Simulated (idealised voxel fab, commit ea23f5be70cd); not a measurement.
Process module in this document: voxel transistor to metal
Displayed cross-section: cut, width of 300 nm, square cells sized 5 nm.
A cross-section is written here as square cells arranged in a grid, and it is given in bands from the top down, each band taking up one or more rows of cells. This entry defines a band. It first specifies the height of the band's top and the height of its bottom in nm, and then specifies the band's materials from left to right, stating each material with its width in nm. The word "everywhere" identifies a single material that fills the band from edge to edge, while the word "air" identifies empty space. Height reference: 0 = level under which incoming wafer is all one material. Lowest band: no bottom, runs on downward, e.g. "top 0, no bottom". Width spec "30..40" -> top row of cells at first value, bottom row at second value, equal per-row change in between. "all unchanged", as given for a step, is the statement that not any cell of the cross-section underwent a change during that step. For the entry "Enclosed void entries", the listed items are empty spaces with no open way to the top whose size is 8 cells or more; each item follows the pattern width x height at distance, where distance is from the left edge and all three are in nm. Past the settings on a step's line: simulator remark, on that step. For masked steps, "overlay nm" on the step line gives how far right of plan the mask actually lay; a minus sign means it lay to the left.
Process steps (planned):
1: RECEIVE,material Si
2: OXIDIZE,depth nm 5
3: CONFORMAL_DEP,material SiN,thk nm 15
4: MASKED_ETCH,tone cover,mask id ACTIVE,width nm 105,pitch nm 125,etch materials SiN,depth nm 15,overlay nm 0
5: MASKED_ETCH,tone cover,mask id ACTIVE,width nm 105,pitch nm 125,etch materials SiO2,depth nm 5,overlay nm 0
6: MASKED_ETCH,tone cover,mask id ACTIVE,width nm 105,pitch nm 125,etch materials Si,depth nm 35,overlay nm 0
7: FILL_DEP,material SiO2,thk nm 5
8: CMP,height nm 15
9: SELECTIVE_ETCH,etch materials SiO2,depth nm 15
10: STRIP,etch materials SiN
11: SELECTIVE_ETCH,etch materials SiO2,depth nm 5
12: OXIDIZE,depth nm 5
13: DIRECTIONAL_DEP,material polySi,thk nm 20
14: DIRECTIONAL_DEP,material SiCN,thk nm 15
15: MASKED_ETCH,tone cover,mask id GATE,width nm 25,pitch nm 125,etch materials SiCN,depth nm 25,overlay nm 0
16: MASKED_ETCH,tone cover,mask id GATE,width nm 25,pitch nm 125,etch materials polySi,depth nm 30,overlay nm 0
17: CONFORMAL_DEP,material SiN,thk nm 10
18: DIRECTIONAL_ETCH,etch materials SiN,depth nm 10
19: DIRECTIONAL_ETCH,etch materials SiO2,depth nm 5
20: DIRECTIONAL_ETCH,etch materials Si,depth nm 15
21: EPI,material pSi,thk nm 20
22: FILL_DEP,material SiO2,thk nm 10
23: CMP,height nm 30
24: DIRECTIONAL_DEP,material SiO2,thk nm 15
25: PATTERN,tone open,mask id CONTACT,material resist,width nm 15,thk nm 15,overlay nm 0
26: DIRECTIONAL_ETCH,etch materials SiO2,depth nm 35
27: STRIP,etch materials resist
28: CONFORMAL_DEP,material TiN,thk nm 5
29: FILL_DEP,material Ru,thk nm 10
30: CMP,height nm 45
31: CONFORMAL_DEP,material SiCN,thk nm 5
32: DIRECTIONAL_DEP,material lowk,thk nm 20
33: DIRECTIONAL_DEP,material aC,thk nm 10
34: PATTERN,tone open,mask id METAL_1,material resist,width nm 15,thk nm 25,overlay nm 0
35: DIRECTIONAL_ETCH,etch materials aC,depth nm 10
36: STRIP,etch materials resist
37: DIRECTIONAL_ETCH,etch materials lowk,depth nm 20
38: DIRECTIONAL_ETCH,etch materials SiCN,depth nm 5
39: STRIP,etch materials aC
40: CONFORMAL_DEP,material TiN,thk nm 5
41: FILL_DEP,material W,thk nm 10
42: CMP,height nm 70
43: CONFORMAL_DEP,material SiN,thk nm 5
Cross-section of the wafer at receipt, which is the condition after step 1:
- top 0, no bottom = Si everywhere
- Enclosed void entries: none
Here's the wafer cut in cross-section after the module, started and planned just like above, except one thing was done wrong in the run:
- top 75, bottom 70 = SiN everywhere
- top 70, bottom 50 = W: 40; TiN: 5; lowk: 15; TiN: 5; W: 45; TiN: 5; lowk: 15; TiN: 5; W: 30; TiN: 5; lowk: 15; TiN: 5; W: 45; TiN: 5; lowk: 15; TiN: 5; W: 40
- top 50, bottom 45 = TiN: 45; SiCN: 15; TiN: 55; SiCN: 15; TiN: 40; SiCN: 15; TiN: 55; SiCN: 15; TiN: 45
- top 45, bottom 30 = SiO2: 45; TiN: 5; Ru: 5; TiN: 5; SiO2: 55; TiN: 5; Ru: 5; TiN: 5; SiO2: 40; TiN: 5; Ru: 5; TiN: 5; SiO2: 55; TiN: 5; Ru: 5; TiN: 5; SiO2: 45
- top 30, bottom 15 = SiO2: 45; TiN: 5; Ru: 5; TiN: 5; SiO2: 5; SiN: 10; SiCN: 25; SiN: 10; SiO2: 5; TiN: 5; Ru: 5; TiN: 5; SiO2: 40; TiN: 5; Ru: 5; TiN: 5; SiO2: 5; SiN: 10; SiCN: 25; SiN: 10; SiO2: 5; TiN: 5; Ru: 5; TiN: 5; SiO2: 45
- top 15, bottom 10 = SiO2: 45; TiN: 15; SiO2: 5; SiN: 10; polySi: 25; SiN: 10; SiO2: 5; TiN: 15; SiO2: 40; TiN: 15; SiO2: 5; SiN: 10; polySi: 25; SiN: 10; SiO2: 5; TiN: 15; SiO2: 45
- top 10, bottom -5 = SiO2: 45; pSi: 20; SiN: 10; polySi: 25; SiN: 10; pSi: 20; SiO2: 40; pSi: 20; SiN: 10; polySi: 25; SiN: 10; pSi: 20; SiO2: 45
- top -5, bottom -10 = SiO2: 30; pSi: 35; SiO2: 45; pSi: 35; SiO2: 10; pSi: 35; SiO2: 45; pSi: 35; SiO2: 30
- top -10, bottom -25 = SiO2: 35; pSi: 30; Si: 45; pSi: 30; SiO2: 20; pSi: 30; Si: 45; pSi: 30; SiO2: 35
- top -25, bottom -40 = SiO2: 35; Si: 105; SiO2: 20; Si: 105; SiO2: 35
- top -40, no bottom = Si everywhere
- Enclosed void entries: none
What went wrong in running the wafer? step 34 was processed under conditions differing from the plan, specifically as PATTERN,tone cover,mask id METAL_1,material resist,width nm 15,thk nm 25,overlay nm 0
